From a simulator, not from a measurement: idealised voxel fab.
This section sets out a process module, namely voxel tone inversion.
This is section cut - it's 285 nm across, gridded in 5 nm square cells.
Cross-section format: a grid of square cells, given as bands from top to bottom; each band is one or more rows of cells. The entry gives the band's vertical extent as a top height and a bottom height in nm, then its horizontal make-up as materials from left to right, each with a width in nm. "air" stands for empty space; a single material marked "edge to edge" fills the band edge to edge. Below 0: as-received wafer, all one material; heights counted from there. Lowest band: no bottom, goes on down, written "from 0 down". Graded width ("30->40"): value in top row of band = first number; value in bottom row = second number; row-to-row change constant. Step marked "no modifications"? Then no cell in the cross-section changed in it. Empty spaces counting at least 8 cells and having no open way to the top are listed in "Closed internal cavities". The notation width x height at distance is used for each, the distance being from the left edge and all three values in nm. That trailing text on a step's line, after the settings, is the simulator's own remark on the step. overlay nm: mask offset rightward from planned place, masked step; negative means leftward offset.

Here's what the planned process steps look like
step 1: RECEIVE,material Si
step 2: CONFORMAL_DEP,material SiN,thk nm 5
step 3: DIRECTIONAL_DEP,material aC,thk nm 20
step 4: PATTERN,tone cover,mask id POSTS,material resist,width nm 15,pitch nm 45,thk nm 25,overlay nm 0
step 5: DIRECTIONAL_ETCH,etch materials aC,depth nm 20
step 6: STRIP,etch materials resist
step 7: FILL_DEP,material SiO2,thk nm 10
step 8: CMP,height nm 25
step 9: STRIP,etch materials aC
step 10: CONFORMAL_DEP,material TiN,thk nm 5
step 11: FILL_DEP,material Ru,thk nm 5
step 12: CMP,height nm 25
step 13: CONFORMAL_DEP,material SiCN,thk nm 5
Across this set of wafers, the varied parameter is the depth nm of step 5. Starting conditions are identical for every wafer, and the plan reports the value assigned to the first wafer.

Cross-section of the first incoming wafer of several, state after step 1
    from 0 down = Si edge to edge
    Closed internal cavities: none

The table below has one row for each wafer; a row shows, as of the end of the module, how many cells of each material the wafer has gained, marked (+), or lost, marked (-), since it was received, and then the wafer's closed voids
depth nm 20 | +6 Ru | +57 SiCN | +57 SiN | +204 SiO2 | +18 TiN | Closed internal cavities: none
depth nm 25 | +6 Ru | +57 SiCN | +57 SiN | +204 SiO2 | +18 TiN | Closed internal cavities: none
depth nm 30 | +57 SiCN | +57 SiN | +210 SiO2 | +18 aC | Closed internal cavities: none
depth nm 35 | +57 SiCN | +57 SiN | +216 SiO2 | +12 aC | Closed internal cavities: none
